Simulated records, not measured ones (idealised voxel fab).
Presented below is a process module, voxel tone inversion.
Cross-section cut: width 230 nm, square cells of 5 nm.
For the purposes of this document, a cross-section shall be understood as a grid of square cells, specified as bands listed in top-to-bottom order, each band consisting of one or more rows of cells. Band: top and bottom heights (nm) first, top before bottom; then materials from left to right, widths in nm. "edge to edge" marks a sole material filling the band edge to edge. "blank" denotes empty space. It should be noted that heights are counted from 0, beneath which the wafer as supplied is of one material throughout, and that the lowest band possesses no lower boundary but continues downward, as written in "0 down". A two-number width, for instance "30 to 40", indicates that the width is equal to the first number in the top row of the band and to the second number in the bottom row, and that it changes by a constant amount per row of cells. "nothing got changed", as given for a step, is the statement that not any cell of the cross-section underwent a change during that step. Under "Sealed-off cavities" you'll find the enclosed gaps, the ones with no way out to the top, that are 8 cells or bigger; each reads width x height at distance, with distance counted from the left edge, everything in nm. Read whatever lies past the settings on a step's line as the simulator's own remark about the step. Regarding "overlay nm": on a step with a mask, it is the distance the mask lay to the right of its planned place; a negative value places it to the left.

**Below is the list of planned process steps**
| 1 | RECEIVE with material Si |
| 2 | CONFORMAL_DEP with material SiN, thk nm 5 |
| 3 | DIRECTIONAL_DEP with material aC, thk nm 20 |
| 4 | PATTERN with tone cover, mask id POSTS, material resist, width nm 25, pitch nm 45, thk nm 30, overlay nm 0 |
| 5 | DIRECTIONAL_ETCH with etch materials aC, depth nm 20 |
| 6 | STRIP with etch materials resist |
| 7 | FILL_DEP with material SiO2, thk nm 5 |
| 8 | CMP with height nm 25 |
| 9 | STRIP with etch materials aC |

**The first of the two wafers, which ran as planned**

**This is the cross-section of the wafer as we received it, i.e. after step 1**
    0 down  Si edge to edge
    Sealed-off cavities: none

**Upon completion of step 2, the wafer appears in cross-section as shown**
    5 to 0  SiN edge to edge
    For the remainder of the cross-section, below 0, there is no change.

**Upon completion of step 3, the wafer appears in cross-section as shown**
    25 to 5  aC edge to edge
    For the remainder of the cross-section, below 5, there is no change.

**Upon completion of step 4, the wafer appears in cross-section as shown**
    55 to 25  blank: 80 | resist: 25 | blank: 20 | resist: 25 | blank: 80
    For the remainder of the cross-section, below 25, there is no change.

**Upon completion of step 5, the wafer appears in cross-section as shown**
    35 to 25  blank: 80 | resist: 25 | blank: 20 | resist: 25 | blank: 80
    25 to 5  blank: 80 | aC: 25 | blank: 20 | aC: 25 | blank: 80
    For the remainder of the cross-section, below 5, there is no change.

**Upon completion of step 6, the wafer appears in cross-section as shown**
    25 to 5  blank: 80 | aC: 25 | blank: 20 | aC: 25 | blank: 80
    For the remainder of the cross-section, below 5, there is no change.

**Upon completion of step 7, the wafer appears in cross-section as shown**
    30 to 25  SiO2 edge to edge
    25 to 5  SiO2: 80 | aC: 25 | SiO2: 20 | aC: 25 | SiO2: 80
    For the remainder of the cross-section, below 5, there is no change.

**Upon completion of step 8, the wafer appears in cross-section as shown**
    25 to 5  SiO2: 80 | aC: 25 | SiO2: 20 | aC: 25 | SiO2: 80
    For the remainder of the cross-section, below 5, there is no change.

**Upon completion of step 9, the wafer appears in cross-section as shown**
    25 to 5  SiO2: 80 | blank: 25 | SiO2: 20 | blank: 25 | SiO2: 80
    For the remainder of the cross-section, below 5, there is no change.

**Second Wafer (Identical Start and Plan, One Processing Error; Matches First Wafer Through Step 3)**

**Cross-section of the second wafer at the time by which step 4 should have been completed according to the plan**
    55 to 25  blank: 85 | resist: 20 | blank: 25 | resist: 20 | blank: 80
    For the remainder of the cross-section, below 25, there is no change.

**Cross-section of the second wafer at the time by which step 5 should have been completed according to the plan**
    35 to 25  blank: 85 | resist: 20 | blank: 25 | resist: 20 | blank: 80
    25 to 5  blank: 85 | aC: 20 | blank: 25 | aC: 20 | blank: 80
    For the remainder of the cross-section, below 5, there is no change.

**Cross-section of the second wafer at the time by which step 6 should have been completed according to the plan**
    25 to 5  blank: 85 | aC: 20 | blank: 25 | aC: 20 | blank: 80
    For the remainder of the cross-section, below 5, there is no change.

**Cross-section of the second wafer at the time by which step 7 should have been completed according to the plan**
    30 to 25  SiO2 edge to edge
    25 to 5  SiO2: 85 | aC: 20 | SiO2: 25 | aC: 20 | SiO2: 80
    For the remainder of the cross-section, below 5, there is no change.

**Cross-section of the second wafer at the time by which step 8 should have been completed according to the plan**
    25 to 5  SiO2: 85 | aC: 20 | SiO2: 25 | aC: 20 | SiO2: 80
    For the remainder of the cross-section, below 5, there is no change.

**Cross-section of the second wafer at the time by which step 9 should have been completed according to the plan**
    25 to 5  SiO2: 85 | blank: 20 | SiO2: 25 | blank: 20 | SiO2: 80
    For the remainder of the cross-section, below 5, there is no change.
The plan and the run diverged here: contrary to plan, step 4 was performed as PATTERN with tone cover, mask id POSTS, material resist, width nm 20, pitch nm 45, thk nm 30, overlay nm 0
Final cells, second wafer relative to first, materials higher or lower: SiO2 +8
